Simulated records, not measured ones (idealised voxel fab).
This section sets out a process module, namely voxel air gaps.
Section shown: cut. Width: 165 nm. Cell size: 5 nm, square.
Throughout this document, each cross-section is represented as a grid of square cells and is presented as a sequence of bands enumerated from the top downward, where a band comprises one or more rows of cells. Heights first: top, then bottom, in nm. Then materials, left to right, each with a width in nm. "all across" on a single material: fills the band edge to edge. "empty": empty space. Heights from 0 (as-received wafer is one material below). Bottom band endless downward, as "0 down". Think of "30->40" as a width that walks from the first number to the second as you go down the band, top row to bottom row, taking equal-sized steps from row to row. Basically "stayed the same" means that step didn't change any cell in the cross-section. The entry "Closed void table" lists the empty spaces that cover at least 8 cells and have no open path to the top. Each is written as width x height at distance, where the distance is measured from the left edge and all three values are in nm. Formally, on a step line, whatever follows the settings is a remark that the simulator itself makes on the step. The "overlay nm" setting may appear on a step's line; for a step that uses a mask, it gives how far to the right of its planned position the mask lay, and a negative value indicates the left.
Intended process steps
- 1: op RECEIVE | material Si
- 2: op CONFORMAL_DEP | material SiO2 | thk nm 15
- 3: op CONFORMAL_DEP | material SiCN | thk nm 5
- 4: op DIRECTIONAL_DEP | material lowk | thk nm 30
- 5: op DIRECTIONAL_DEP | material aC | thk nm 10
- 6: op PATTERN | tone open | mask id LINES | material resist | width nm 20 | pitch nm 45 | thk nm 25 | overlay nm 0
- 7: op DIRECTIONAL_ETCH | etch materials aC | depth nm 10
- 8: op STRIP | etch materials resist
- 9: op DIRECTIONAL_ETCH | etch materials lowk | depth nm 30
- 10: op STRIP | etch materials aC
- 11: op CONFORMAL_DEP | material TiN | thk nm 5
- 12: op FILL_DEP | material Ru | thk nm 5
- 13: op CMP | height nm 50
- 14: op EPI | material Ru | thk nm 10
- 15: op SELECTIVE_ETCH | etch materials lowk | depth nm 40
- 16: op CONFORMAL_DEP | material SiCN | thk nm 5
As-received wafer cross-section (after step 1)
* 0 down | Si all across
* Closed void table: none
Cross-sectional view of the first of the two wafers upon completion of the module, processed in accordance with the plan
* 65 to 60 | 10 of empty  140 of SiCN  15 of empty
* 60 to 50 | 10 of empty  5 of SiCN  40 of Ru  5 of SiCN  40 of Ru  5 of SiCN  40 of Ru  5 of SiCN  15 of empty
* 50 to 45 | 10 of empty  15 of SiCN  5 of TiN  10 of Ru  5 of TiN  25 of SiCN  5 of TiN  10 of Ru  5 of TiN  25 of SiCN  5 of TiN  10 of Ru  5 of TiN  15 of SiCN  15 of empty
* 45 to 25 | 20 of empty  5 of SiCN  5 of TiN  10 of Ru  5 of TiN  5 of SiCN  15 of empty  5 of SiCN  5 of TiN  10 of Ru  5 of TiN  5 of SiCN  15 of empty  5 of SiCN  5 of TiN  10 of Ru  5 of TiN  5 of SiCN  25 of empty
* 25 to 20 | 25 of SiCN  20 of TiN  25 of SiCN  20 of TiN  25 of SiCN  20 of TiN  30 of SiCN
* 20 to 15 | SiCN all across
* 15 to 0 | SiO2 all across
* 0 down | Si all across
* Closed void table: 15 x 20 at 50; 15 x 20 at 95
Presented here is a cross-section of the second of the two wafers as it stood at the end of the module. It was started in the same manner and assigned the same plan as the first wafer; however, one mistake was made in its execution
* 65 to 60 | 5 of empty  150 of SiCN  10 of empty
* 60 to 50 | 5 of empty  5 of SiCN  140 of Ru  5 of SiCN  10 of empty
* 50 to 45 | 5 of empty  15 of SiCN  5 of TiN  20 of Ru  5 of TiN  15 of lowk  5 of TiN  20 of Ru  5 of TiN  15 of lowk  5 of TiN  20 of Ru  5 of TiN  15 of SiCN  10 of empty
* 45 to 25 | 15 of empty  5 of SiCN  5 of TiN  20 of Ru  5 of TiN  15 of lowk  5 of TiN  20 of Ru  5 of TiN  15 of lowk  5 of TiN  20 of Ru  5 of TiN  5 of SiCN  20 of empty
* 25 to 20 | 20 of SiCN  30 of TiN  15 of lowk  30 of TiN  15 of lowk  30 of TiN  25 of SiCN
* 20 to 15 | SiCN all across
* 15 to 0 | SiO2 all across
* 0 down | Si all across
* Closed void table: none
Diagnosis: off-plan run, step 6, actual operation and settings op PATTERN | tone open | mask id LINES | material resist | width nm 30 | pitch nm 45 | thk nm 25 | overlay nm 0
Once processing is complete, comparing cell counts shows that the second wafer has more or fewer of certain materials than the first: 38 more of Ru; 40 fewer of SiCN; 6 more of TiN; 36 more of lowk
closed voids at the end (first wafer, second wafer): 2, 0
